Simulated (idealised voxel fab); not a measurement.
Documented hereafter: the process module known as voxel fin reveal.
Each square cell in cross-section cut measures 5 nm, and the section as a whole is 240 nm wide.
Cross-section spec: square-cell grid; bands listed top down; each band is one or more rows. Each band's line starts with the height of the band's top and of its bottom, in nm. Then come its materials from left to right, each with its width in nm. One material with "full width" fills the band from edge to edge. "air" is empty space. Counting heights begins at 0, where everything beneath is, in the wafer as received, one material. The lowest band has no bottom; it goes on downwards, as "top 0, no bottom" shows. Width spec "30->40" -> top row of cells at first value, bottom row at second value, equal per-row change in between. Step marked "no modifications"? Then no cell in the cross-section changed in it. Heads up: "Enclosed void list" only lists the empty pockets with no open path to the top that are 8 cells or more, and it writes them as width x height at distance, distance from the left edge, in nm. That trailing text on a step's line, after the settings, is the simulator's own remark on the step. Each step line may optionally specify "overlay nm", which for a step with a mask gives the rightward distance between the mask's planned place and where it lay, a negative value indicating the leftward direction.
### Process steps - plan
1) RECEIVE,material Si
2) CONFORMAL_DEP,material SiN,thk nm 5
3) MASKED_ETCH,tone cover,mask id FINS,width nm 15,pitch nm 45,etch materials SiN,depth nm 5,overlay nm 0
4) MASKED_ETCH,tone cover,mask id FINS,width nm 15,pitch nm 45,etch materials Si,depth nm 35,overlay nm 0
5) OXIDIZE,depth nm 5
6) FILL_DEP,material SiO2,thk nm 10
7) CMP,height nm 5
8) SELECTIVE_ETCH,etch materials SiO2,depth nm 15
9) STRIP,etch materials SiN
### The first of two wafers, run as planned
### Cross-section of the incoming wafer, state after step 1
- top 0, no bottom = Si full width
- Enclosed void list: none
### The following cross-section depicts the wafer upon completion of step 2
- top 5, bottom 0 = SiN full width
- Below 0, no change.
### The following cross-section depicts the wafer upon completion of step 3
- top 5, bottom 0 = 45 nm air  15 nm SiN  30 nm air  15 nm SiN  30 nm air  15 nm SiN  30 nm air  15 nm SiN  45 nm air
- Below 0, no change.
### The following cross-section depicts the wafer upon completion of step 4
- top 5, bottom 0 = 45 nm air  15 nm SiN  30 nm air  15 nm SiN  30 nm air  15 nm SiN  30 nm air  15 nm SiN  45 nm air
- top 0, bottom -35 = 45 nm air  15 nm Si  30 nm air  15 nm Si  30 nm air  15 nm Si  30 nm air  15 nm Si  45 nm air
- Below -35, no change.
### The following cross-section depicts the wafer upon completion of step 5
- top 5, bottom 0 = 45 nm air  15 nm SiN  30 nm air  15 nm SiN  30 nm air  15 nm SiN  30 nm air  15 nm SiN  45 nm air
- top 0, bottom -35 = 45 nm air  5 nm SiO2  5 nm Si  5 nm SiO2  30 nm air  5 nm SiO2  5 nm Si  5 nm SiO2  30 nm air  5 nm SiO2  5 nm Si  5 nm SiO2  30 nm air  5 nm SiO2  5 nm Si  5 nm SiO2  45 nm air
- top -35, bottom -40 = 50 nm SiO2  5 nm Si  40 nm SiO2  5 nm Si  40 nm SiO2  5 nm Si  40 nm SiO2  5 nm Si  50 nm SiO2
- Below -40, no change.
### The following cross-section depicts the wafer upon completion of step 6
- top 15, bottom 5 = SiO2 full width
- top 5, bottom 0 = 45 nm SiO2  15 nm SiN  30 nm SiO2  15 nm SiN  30 nm SiO2  15 nm SiN  30 nm SiO2  15 nm SiN  45 nm SiO2
- top 0, bottom -40 = 50 nm SiO2  5 nm Si  40 nm SiO2  5 nm Si  40 nm SiO2  5 nm Si  40 nm SiO2  5 nm Si  50 nm SiO2
- Below -40, no change.
### The following cross-section depicts the wafer upon completion of step 7
- top 5, bottom 0 = 45 nm SiO2  15 nm SiN  30 nm SiO2  15 nm SiN  30 nm SiO2  15 nm SiN  30 nm SiO2  15 nm SiN  45 nm SiO2
- Below 0, no change.
### The following cross-section depicts the wafer upon completion of step 8
- top 5, bottom 0 = 45 nm air  15 nm SiN  30 nm air  15 nm SiN  30 nm air  15 nm SiN  30 nm air  15 nm SiN  45 nm air
- top 0, bottom -10 = 50 nm air  5 nm Si  40 nm air  5 nm Si  40 nm air  5 nm Si  40 nm air  5 nm Si  50 nm air
- Below -10, no change.
### The following cross-section depicts the wafer upon completion of step 9
- top 0, bottom -10 = 50 nm air  5 nm Si  40 nm air  5 nm Si  40 nm air  5 nm Si  40 nm air  5 nm Si  50 nm air
- Below -10, no change.
### Okay, second wafer. Nothing different at the start, nothing different in the plan, just one mistake somewhere in the running. As far as step 2, counting that step, it's the first wafer all over again
### At the planned end of step 3, the second wafer in cross-section
- top 5, bottom 0 = 40 nm air  25 nm SiN  20 nm air  25 nm SiN  20 nm air  25 nm SiN  20 nm air  25 nm SiN  40 nm air
- Below 0, no change.
### At the planned end of step 4, the second wafer in cross-section
- top 5, bottom 0 = 40 nm air  25 nm SiN  20 nm air  25 nm SiN  20 nm air  25 nm SiN  20 nm air  25 nm SiN  40 nm air
- top 0, bottom -35 = 40 nm air  25 nm Si  20 nm air  25 nm Si  20 nm air  25 nm Si  20 nm air  25 nm Si  40 nm air
- Below -35, no change.
### At the planned end of step 5, the second wafer in cross-section
- top 5, bottom 0 = 40 nm air  25 nm SiN  20 nm air  25 nm SiN  20 nm air  25 nm SiN  20 nm air  25 nm SiN  40 nm air
- top 0, bottom -35 = 40 nm air  5 nm SiO2  15 nm Si  5 nm SiO2  20 nm air  5 nm SiO2  15 nm Si  5 nm SiO2  20 nm air  5 nm SiO2  15 nm Si  5 nm SiO2  20 nm air  5 nm SiO2  15 nm Si  5 nm SiO2  40 nm air
- top -35, bottom -40 = 45 nm SiO2  15 nm Si  30 nm SiO2  15 nm Si  30 nm SiO2  15 nm Si  30 nm SiO2  15 nm Si  45 nm SiO2
- Below -40, no change.
### At the planned end of step 6, the second wafer in cross-section
- top 15, bottom 5 = SiO2 full width
- top 5, bottom 0 = 40 nm SiO2  25 nm SiN  20 nm SiO2  25 nm SiN  20 nm SiO2  25 nm SiN  20 nm SiO2  25 nm SiN  40 nm SiO2
- top 0, bottom -40 = 45 nm SiO2  15 nm Si  30 nm SiO2  15 nm Si  30 nm SiO2  15 nm Si  30 nm SiO2  15 nm Si  45 nm SiO2
- Below -40, no change.
### At the planned end of step 7, the second wafer in cross-section
- top 5, bottom 0 = 40 nm SiO2  25 nm SiN  20 nm SiO2  25 nm SiN  20 nm SiO2  25 nm SiN  20 nm SiO2  25 nm SiN  40 nm SiO2
- Below 0, no change.
### At the planned end of step 8, the second wafer in cross-section
- top 5, bottom 0 = 40 nm air  25 nm SiN  20 nm air  25 nm SiN  20 nm air  25 nm SiN  20 nm air  25 nm SiN  40 nm air
- top 0, bottom -10 = 45 nm air  15 nm Si  30 nm air  15 nm Si  30 nm air  15 nm Si  30 nm air  15 nm Si  45 nm air
- Below -10, no change.
### At the planned end of step 9, the second wafer in cross-section
- top 0, bottom -10 = 45 nm air  15 nm Si  30 nm air  15 nm Si  30 nm air  15 nm Si  30 nm air  15 nm Si  45 nm air
- Below -10, no change.
What was the processing mistake? contrary to plan, step 3 was performed as MASKED_ETCH,tone cover,mask id FINS,width nm 25,pitch nm 45,etch materials SiN,depth nm 5,overlay nm 0
FYI, end of process, the second wafer has more or fewer cells of some materials than the first: 64 more of Si, 48 fewer of SiO2
